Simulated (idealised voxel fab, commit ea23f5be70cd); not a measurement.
Process module heading - voxel wiring stack
Square cell edge 5 nm, section width 230 nm, ID cut.
Notation: cross-section as square-cell grid; stated in bands, top first, going down; one or more cell rows per band.
Each band's line starts with the height of the band's top and of its bottom, in nm. Then come its materials from left to right, each with its width in nm. One material with "all across" fills the band from edge to edge. "blank" is empty space.
Heights are expressed relative to 0, this being the level below which the as-received wafer comprises one material exclusively. The lowest band is unbounded in the downward direction and is denoted as in "z 0 and below".
Width "30->40": first value at the band's top row of cells, second value at its bottom row, equal change from row to row.
It should be understood that the words "nothing changed", when stated for a given step, signify that the cross-section underwent no change in any of its cells during that step.
In "Encapsulated voids" the enclosed voids are listed, meaning empty spaces of 8 cells or larger without any opening to the top. The form is width x height at distance, distance from the left edge, units nm.
Text after the settings on a step's line: the simulator's own remark on that step.
When a step includes a mask, the "overlay nm" setting on its line states how far to the right of its planned place that mask lay, and negative values state how far to the left.
Intended process steps:
1) RECEIVE | material Si
2) CONFORMAL_DEP | material SiO2 | thk nm 15
3) CONFORMAL_DEP | material SiN | thk nm 5
4) DIRECTIONAL_DEP | material SiO2 | thk nm 20
5) DIRECTIONAL_DEP | material aC | thk nm 10
6) PATTERN | tone open | mask id METAL_1 | material resist | width nm 20 | pitch nm 50 | thk nm 25 | overlay nm 0
7) DIRECTIONAL_ETCH | etch materials aC | depth nm 10
8) STRIP | etch materials resist
9) DIRECTIONAL_ETCH | etch materials SiO2 | depth nm 20
10) DIRECTIONAL_ETCH | etch materials SiN | depth nm 5
11) STRIP | etch materials aC
12) CONFORMAL_DEP | material TiN | thk nm 5
13) FILL_DEP | material W | thk nm 10
14) CMP | height nm 40
15) EPI | material Ru | thk nm 5
16) FILL_DEP | material SiCN | thk nm 5
17) DIRECTIONAL_DEP | material lowk | thk nm 30
18) MASKED_ETCH | tone open | mask id METAL_2_HOLES | width nm 15 | pitch nm 50 | etch materials lowk | depth nm 30 | overlay nm 0
19) MASKED_ETCH | tone open | mask id METAL_2 | width nm 20 | pitch nm 50 | etch materials lowk | depth nm 15 | overlay nm 0
20) MASKED_ETCH | tone open | mask id METAL_2 | width nm 20 | pitch nm 50 | etch materials SiCN | depth nm 5 | overlay nm 0
21) CONFORMAL_DEP | material TiN | thk nm 5
22) FILL_DEP | material Cu | thk nm 5
23) CMP | height nm 80
24) CONFORMAL_DEP | material SiCN | thk nm 5
25) DIRECTIONAL_DEP | material lowk | thk nm 25
26) PATTERN | tone open | mask id METAL_3 | material resist | width nm 20 | pitch nm 50 | thk nm 20 | overlay nm 0
27) DIRECTIONAL_ETCH | etch materials lowk | depth nm 15
28) STRIP | etch materials resist
29) PATTERN | tone open | mask id METAL_3_HOLES | material resist | width nm 15 | pitch nm 50 | thk nm 20 | overlay nm 0
30) DIRECTIONAL_ETCH | etch materials lowk | depth nm 10
31) DIRECTIONAL_ETCH | etch materials SiCN | depth nm 5
32) STRIP | etch materials resist
33) CONFORMAL_DEP | material TiN | thk nm 5
34) FILL_DEP | material Ru | thk nm 10
35) CMP | height nm 110
36) CONFORMAL_DEP | material SiN | thk nm 5
Cross-section: wafer on arrival = after step 1:
    z 0 and below  Si all across
    Encapsulated voids: none
The following cross-section depicts the wafer upon conclusion of the module. Processing commenced from the starting condition illustrated above and adhered to the plan illustrated above, save for one mistake in execution:
    z 115 to 110  SiN all across
    z 110 to 100  80 nm lowk; 5 nm TiN; 10 nm Ru; 5 nm TiN; 30 nm lowk; 5 nm TiN; 10 nm Ru; 5 nm TiN; 80 nm lowk
    z 100 to 95  80 nm lowk; 5 nm TiN; 5 nm Ru; 10 nm TiN; 30 nm lowk; 5 nm TiN; 5 nm Ru; 10 nm TiN; 80 nm lowk
    z 95 to 85  80 nm lowk; 5 nm TiN; 5 nm Ru; 5 nm TiN; 35 nm lowk; 5 nm TiN; 5 nm Ru; 5 nm TiN; 85 nm lowk
    z 85 to 80  80 nm SiCN; 15 nm TiN; 35 nm SiCN; 15 nm TiN; 85 nm SiCN
    z 80 to 70  80 nm lowk; 5 nm TiN; 10 nm Cu; 5 nm TiN; 30 nm lowk; 5 nm TiN; 10 nm Cu; 5 nm TiN; 80 nm lowk
    z 70 to 65  80 nm lowk; 5 nm TiN; 5 nm Cu; 10 nm TiN; 30 nm lowk; 5 nm TiN; 5 nm Cu; 10 nm TiN; 80 nm lowk
    z 65 to 55  80 nm lowk; 5 nm TiN; 5 nm Cu; 5 nm TiN; 35 nm lowk; 5 nm TiN; 5 nm Cu; 5 nm TiN; 85 nm lowk
    z 55 to 50  80 nm lowk; 15 nm TiN; 35 nm lowk; 15 nm TiN; 85 nm lowk
    z 50 to 45  80 nm SiCN; 10 nm TiN; 40 nm SiCN; 10 nm TiN; 90 nm SiCN
    z 45 to 40  75 nm SiCN; 30 nm Ru; 20 nm SiCN; 30 nm Ru; 75 nm SiCN
    z 40 to 20  80 nm SiO2; 5 nm TiN; 10 nm W; 5 nm TiN; 30 nm SiO2; 5 nm TiN; 10 nm W; 5 nm TiN; 80 nm SiO2
    z 20 to 15  80 nm SiN; 20 nm TiN; 30 nm SiN; 20 nm TiN; 80 nm SiN
    z 15 to 0  SiO2 all across
    z 0 and below  Si all across
    Encapsulated voids: none
Short version of what went wrong: step 20 went in with a setting other than planned; the actual run was MASKED_ETCH | tone open | mask id METAL_2 | width nm 20 | pitch nm 50 | etch materials SiCN | depth nm 5 | overlay nm -10
